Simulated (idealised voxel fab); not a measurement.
Herein follows the process module entitled voxel transistor to metal.
Square cell edge 5 nm, section width 180 nm, ID cut.
Reading order for cross-sections: top band down to bottom band. Underlying form: a grid of square cells. Band size: one or more rows of cells.
Within each band entry, the heights of the top and of the bottom of the band appear first, in that order and in nm; the materials of the band then follow from left to right, each with its corresponding width in nm. The designation "throughout" on a single material indicates that it fills the band from edge to edge; the designation "blank" indicates empty space.
Heights are reckoned from 0. Under this level, the received wafer is all of one material. The bottommost band is open-ended downward, for example "0 -> down".
Width spec "30..40" -> top row of cells at first value, bottom row at second value, equal per-row change in between.
It should be understood that the words "everything unchanged", when stated for a given step, signify that the cross-section underwent no change in any of its cells during that step.
"Cavities, closed" means: voids of 8 cells or more that are shut off from the top with no open way through. Written width x height at distance, distance from the left edge, in nm.
Text after the settings on a step's line: the simulator's own remark on that step.
"overlay nm" denotes, for a step that has a mask, the displacement of the mask to the right of its planned place, with negative values corresponding to the left.

Process steps (planned)
| 1 | RECEIVE, material Si |
| 2 | OXIDIZE, depth nm 5 |
| 3 | CONFORMAL_DEP, material SiN, thk nm 15 |
| 4 | PATTERN, tone cover, mask id ACTIVE, material resist, width nm 115, thk nm 15, overlay nm 0 |
| 5 | DIRECTIONAL_ETCH, etch materials SiN, depth nm 15 |
| 6 | DIRECTIONAL_ETCH, etch materials SiO2, depth nm 5 |
| 7 | DIRECTIONAL_ETCH, etch materials Si, depth nm 25 |
| 8 | STRIP, etch materials resist |
| 9 | OXIDIZE, depth nm 5 |
| 10 | FILL_DEP, material SiO2, thk nm 15 |
| 11 | CMP, height nm 15 |
| 12 | SELECTIVE_ETCH, etch materials SiO2, depth nm 10 |
| 13 | STRIP, etch materials SiN |
| 14 | SELECTIVE_ETCH, etch materials SiO2, depth nm 5 |
| 15 | OXIDIZE, depth nm 5 |
| 16 | DIRECTIONAL_DEP, material polySi, thk nm 30 |
| 17 | DIRECTIONAL_DEP, material SiCN, thk nm 10 |
| 18 | PATTERN, tone cover, mask id GATE, material resist, width nm 25, thk nm 15, overlay nm 0 |
| 19 | DIRECTIONAL_ETCH, etch materials SiCN, depth nm 20 |
| 20 | DIRECTIONAL_ETCH, etch materials polySi, depth nm 40 |
| 21 | STRIP, etch materials resist |
| 22 | CONFORMAL_DEP, material SiN, thk nm 5 |
| 23 | DIRECTIONAL_ETCH, etch materials SiN, depth nm 5 |
| 24 | DIRECTIONAL_ETCH, etch materials SiO2, depth nm 5 |
| 25 | DIRECTIONAL_ETCH, etch materials Si, depth nm 10 |
| 26 | EPI, material nSi, thk nm 10 |
| 27 | FILL_DEP, material SiO2, thk nm 10 |
| 28 | CMP, height nm 25 |
| 29 | STRIP, etch materials polySi |
| 30 | SELECTIVE_ETCH, etch materials SiO2, depth nm 5 |
| 31 | CONFORMAL_DEP, material HfO2, thk nm 5 |
| 32 | CONFORMAL_DEP, material TiN, thk nm 5 |
| 33 | FILL_DEP, material W, thk nm 5 |
| 34 | CMP, height nm 20 |
| 35 | DIRECTIONAL_DEP, material SiO2, thk nm 15 |
| 36 | DIRECTIONAL_DEP, material aC, thk nm 15 |
| 37 | PATTERN, tone open, mask id CONTACT, material resist, width nm 20, pitch nm 85, thk nm 30, overlay nm -15 |
| 38 | DIRECTIONAL_ETCH, etch materials aC, depth nm 15 |
| 39 | STRIP, etch materials resist |
| 40 | DIRECTIONAL_ETCH, etch materials SiO2, depth nm 45 |
| 41 | STRIP, etch materials aC |
| 42 | CONFORMAL_DEP, material TiN, thk nm 5 |
| 43 | FILL_DEP, material Ru, thk nm 5 |
| 44 | CMP, height nm 35 |
| 45 | CONFORMAL_DEP, material SiCN, thk nm 5 |
| 46 | DIRECTIONAL_DEP, material lowk, thk nm 20 |
| 47 | DIRECTIONAL_DEP, material aC, thk nm 15 |
| 48 | PATTERN, tone open, mask id METAL_1, material resist, width nm 20, pitch nm 85, thk nm 35, overlay nm 0 |
| 49 | DIRECTIONAL_ETCH, etch materials aC, depth nm 15 |
| 50 | STRIP, etch materials resist |
| 51 | DIRECTIONAL_ETCH, etch materials lowk, depth nm 20 |
| 52 | DIRECTIONAL_ETCH, etch materials SiCN, depth nm 5 |
| 53 | STRIP, etch materials aC |
| 54 | CONFORMAL_DEP, material TiN, thk nm 5 |
| 55 | FILL_DEP, material Ru, thk nm 10 |
| 56 | CMP, height nm 60 |
| 57 | CONFORMAL_DEP, material SiCN, thk nm 5 |
| 58 | DIRECTIONAL_DEP, material SiO2, thk nm 30 |
| 59 | MASKED_ETCH, tone open, mask id METAL_2_HOLES, width nm 15, pitch nm 85, etch materials SiO2, depth nm 30, overlay nm 0 |
| 60 | DIRECTIONAL_DEP, material aC, thk nm 10 |
| 61 | PATTERN, tone open, mask id METAL_2, material resist, width nm 20, pitch nm 85, thk nm 30, overlay nm 0 |
| 62 | DIRECTIONAL_ETCH, etch materials aC, depth nm 10 |
| 63 | STRIP, etch materials resist |
| 64 | DIRECTIONAL_ETCH, etch materials SiO2, depth nm 15 |
| 65 | DIRECTIONAL_ETCH, etch materials SiCN, depth nm 5 |
| 66 | STRIP, etch materials aC |
| 67 | CONFORMAL_DEP, material TiN, thk nm 5 |
| 68 | FILL_DEP, material Cu, thk nm 10 |
| 69 | CMP, height nm 95 |
| 70 | CONFORMAL_DEP, material SiCN, thk nm 5 |
Variable across wafers: step 37 overlay nm (plan value is that of the first wafer; starting state common to all).

Incoming state of the first of several wafers in cross-section: after step 1
- 0 -> down: Si throughout
- Cavities, closed: none

Take any row and you have a wafer at the end of the module: how many cells of each material it has gained (+) or lost (-) since it was received, and then its closed voids
overlay nm -15, +16 Cu, +17 HfO2, +40 Ru, -175 Si, +94 SiCN, +12 SiN, +455 SiO2, +109 TiN, +4 W, +112 lowk, +36 nSi, Cavities, closed: none
overlay nm -10, +16 Cu, +17 HfO2, +44 Ru, -175 Si, +94 SiCN, +12 SiN, +453 SiO2, +107 TiN, +4 W, +112 lowk, +36 nSi, Cavities, closed: none
overlay nm -5, +16 Cu, +17 HfO2, +48 Ru, -175 Si, +94 SiCN, +12 SiN, +449 SiO2, +107 TiN, +4 W, +112 lowk, +36 nSi, Cavities, closed: none
overlay nm 0, +16 Cu, +17 HfO2, +48 Ru, -175 Si, +94 SiCN, +12 SiN, +449 SiO2, +107 TiN, +4 W, +112 lowk, +36 nSi, Cavities, closed: none
overlay nm 5, +16 Cu, +17 HfO2, +48 Ru, -175 Si, +94 SiCN, +12 SiN, +449 SiO2, +107 TiN, +4 W, +112 lowk, +36 nSi, Cavities, closed: none
overlay nm 10, +16 Cu, +17 HfO2, +44 Ru, -175 Si, +94 SiCN, +12 SiN, +453 SiO2, +107 TiN, +4 W, +112 lowk, +36 nSi, Cavities, closed: none
overlay nm 15, +16 Cu, +17 HfO2, +40 Ru, -175 Si, +94 SiCN, +12 SiN, +455 SiO2, +109 TiN, +4 W, +112 lowk, +36 nSi, Cavities, closed: none
